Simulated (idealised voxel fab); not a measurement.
Process module under the name voxel released beams
In the cross-section labelled cut, the width is 210 nm and each square cell is 5 nm.
Cross-section spec: square-cell grid; bands listed top down; each band is one or more rows.
Heads up on the band format: heights come first, top then bottom, in nm. After that it's the materials left to right, each with its width in nm. A single material flagged "all across" fills the whole band edge to edge, and "blank" means there's empty space there.
For the purposes of this specification, 0 denotes the height below which the wafer in its as-received condition is composed wholly of one material, and the lowermost band, lacking a lower limit, extends downward without end, as expressed in "0 -> down".
Quick explanation for "30->40": the width changes in equal steps down the rows of cells, from the first number in the band's top row to the second number in its bottom row.
"no modification" means the step left every cell of the cross-section as it was.
Look at "Closed-off voids" for the closed voids: empty spaces with no open path to the top, sized 8 cells or up. Each is width x height at distance, distance from the left edge, all nm.
What comes after the settings on a step's line is commentary from the simulator itself on that step.
overlay nm: step with mask; distance mask lay right of planned place; negative value = left of planned place.

So here's the lineup of process steps we planned:
1: RECEIVE: material Si
2: CONFORMAL_DEP: material Al2O3, thk nm 5
3: DIRECTIONAL_DEP: material SiO2, thk nm 20
4: MASKED_ETCH: tone open, mask id ANCHOR, width nm 40, etch materials SiO2, depth nm 20, overlay nm 0
5: CONFORMAL_DEP: material W, thk nm 15
6: PATTERN: tone cover, mask id BEAM, material resist, width nm 105, thk nm 15, overlay nm 0
7: DIRECTIONAL_ETCH: etch materials W, depth nm 15
8: STRIP: etch materials resist
9: STRIP: etch materials SiO2

Below: the first of two wafers, run as planned:

So this is the incoming wafer in cross-section - it's already been through step 1:
> 0 -> down = Si all across
> Closed-off voids: none

Cross-sectional representation of the wafer at the conclusion of step 2:
> 5 -> 0 = Al2O3 all across
> Heights below 0 show no change.

Cross-sectional representation of the wafer at the conclusion of step 3:
> 25 -> 5 = SiO2 all across
> Heights below 5 show no change.

Cross-sectional representation of the wafer at the conclusion of step 4:
> 25 -> 5 = SiO2=55  blank=40  SiO2=115
> Heights below 5 show no change.

Cross-sectional representation of the wafer at the conclusion of step 5:
> 40 -> 25 = W=70  blank=10  W=130
> 25 -> 20 = SiO2=55  W=15  blank=10  W=15  SiO2=115
> 20 -> 5 = SiO2=55  W=40  SiO2=115
> Heights below 5 show no change.

Cross-sectional representation of the wafer at the conclusion of step 6:
> 55 -> 40 = blank=50  resist=105  blank=55
> 40 -> 25 = W=70  resist=10  W=130
> 25 -> 20 = SiO2=55  W=15  resist=10  W=15  SiO2=115
> Heights below 20 show no change.

Cross-sectional representation of the wafer at the conclusion of step 7:
> 55 -> 40 = blank=50  resist=105  blank=55
> 40 -> 25 = blank=50  W=20  resist=10  W=75  blank=55
> Heights below 25 show no change.

Cross-sectional representation of the wafer at the conclusion of step 8:
> 40 -> 25 = blank=50  W=20  blank=10  W=75  blank=55
> 25 -> 20 = SiO2=55  W=15  blank=10  W=15  SiO2=115
> Heights below 20 show no change.

Cross-sectional representation of the wafer at the conclusion of step 9:
> 40 -> 25 = blank=50  W=20  blank=10  W=75  blank=55
> 25 -> 20 = blank=55  W=15  blank=10  W=15  blank=115
> 20 -> 5 = blank=55  W=40  blank=115
> Heights below 5 show no change.

Second of two: same start, same plan, one run error; steps up to and including 4 match the first:

The second wafer in cross-section, at the planned close of step 5:
> 30 -> 25 = W=60  blank=30  W=120
> 25 -> 10 = SiO2=55  W=5  blank=30  W=5  SiO2=115
> 10 -> 5 = SiO2=55  W=40  SiO2=115
> Heights below 5 show no change.

The second wafer in cross-section, at the planned close of step 6:
> 45 -> 30 = blank=50  resist=105  blank=55
> 30 -> 25 = W=60  resist=30  W=120
> 25 -> 10 = SiO2=55  W=5  resist=30  W=5  SiO2=115
> Heights below 10 show no change.

The second wafer in cross-section, at the planned close of step 7:
> 45 -> 30 = blank=50  resist=105  blank=55
> 30 -> 25 = blank=50  W=10  resist=30  W=65  blank=55
> Heights below 25 show no change.

The second wafer in cross-section, at the planned close of step 8:
> 30 -> 25 = blank=50  W=10  blank=30  W=65  blank=55
> 25 -> 10 = SiO2=55  W=5  blank=30  W=5  SiO2=115
> Heights below 10 show no change.

The second wafer in cross-section, at the planned close of step 9:
> 30 -> 25 = blank=50  W=10  blank=30  W=65  blank=55
> 25 -> 10 = blank=55  W=5  blank=30  W=5  blank=115
> 10 -> 5 = blank=55  W=40  blank=115
> Heights below 5 show no change.
Processing error: step 5 was run on a setting that differed from the plan, and what really ran there is CONFORMAL_DEP: material W, thk nm 5
It is noted that, at the conclusion of processing, the second wafer exhibits a higher or lower cell count for certain materials relative to the first: W -58
